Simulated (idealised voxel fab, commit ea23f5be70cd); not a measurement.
Module name: voxel double patterning (process module)
Xsec cut, 290 nm wide, square cell size 5 nm.
Format of a cross-section: grid, square cells. Given as bands. Order: top down. Band: one or more rows of cells.
The entry gives the band's vertical extent as a top height and a bottom height in nm, then its horizontal make-up as materials from left to right, each with a width in nm. "empty" stands for empty space; a single material marked "everywhere" fills the band edge to edge.
The reference from which all heights are counted is 0, the level beneath which the as-received wafer is entirely one material; the lowest band, having no lower bound, proceeds downward and is written after the example "0 down".
The width entry "30->40" should be interpreted row by row: the top row of cells in the band takes the first number, the bottom row takes the second number, and the change between adjacent rows is uniform throughout.
Key: "nothing was modified" - step with no changed cell in the cross-section.
The list in "Enclosed void list" covers empty spaces of 8 cells or more that cannot reach the top through any open way, and it gives each as width x height at distance; the distance is from the left edge, and width, height and distance are in nm.
The remark found on a step's line after its settings is issued by the simulator itself and pertains to that step.
"overlay nm", when on a step's line for a step with a mask, measures how far to the right of its planned place the mask lay; a negative measure means to the left.
INTENDED PROCESS STEPS
- 1: RECEIVE (material Si)
- 2: CONFORMAL_DEP (material SiN; thk nm 5)
- 3: DIRECTIONAL_DEP (material SiO2; thk nm 15)
- 4: DIRECTIONAL_DEP (material SiCN; thk nm 5)
- 5: DIRECTIONAL_DEP (material aC; thk nm 10)
- 6: PATTERN (tone open; mask id FIRST; material resist; width nm 15; pitch nm 50; thk nm 30; overlay nm 0)
- 7: DIRECTIONAL_ETCH (etch materials aC; depth nm 10)
- 8: STRIP (etch materials resist)
- 9: DIRECTIONAL_ETCH (etch materials SiCN; depth nm 5)
- 10: STRIP (etch materials aC)
- 11: PATTERN (tone open; mask id SECOND; material resist; width nm 15; thk nm 20; overlay nm 0)
- 12: DIRECTIONAL_ETCH (etch materials SiCN; depth nm 5)
- 13: STRIP (etch materials resist)
- 14: DIRECTIONAL_ETCH (etch materials SiO2; depth nm 15)
- 15: STRIP (etch materials SiCN)
STEP 1 COMPLETE: CROSS-SECTION OF THE WAFER AS RECEIVED
  0 down | Si everywhere
  Enclosed void list: none
FINAL WAFER PROFILE IN CROSS-SECTION AFTER THE MODULE, FROM THE SAME START AND PLAN AS ABOVE, WITH ONE MISTAKE MADE DURING PROCESSING
  20 to 15 | SiN everywhere
  15 to 0 | SiO2 everywhere
  0 down | Si everywhere
  Enclosed void list: none
Misprocessing identified: steps 2 and 3 swapped
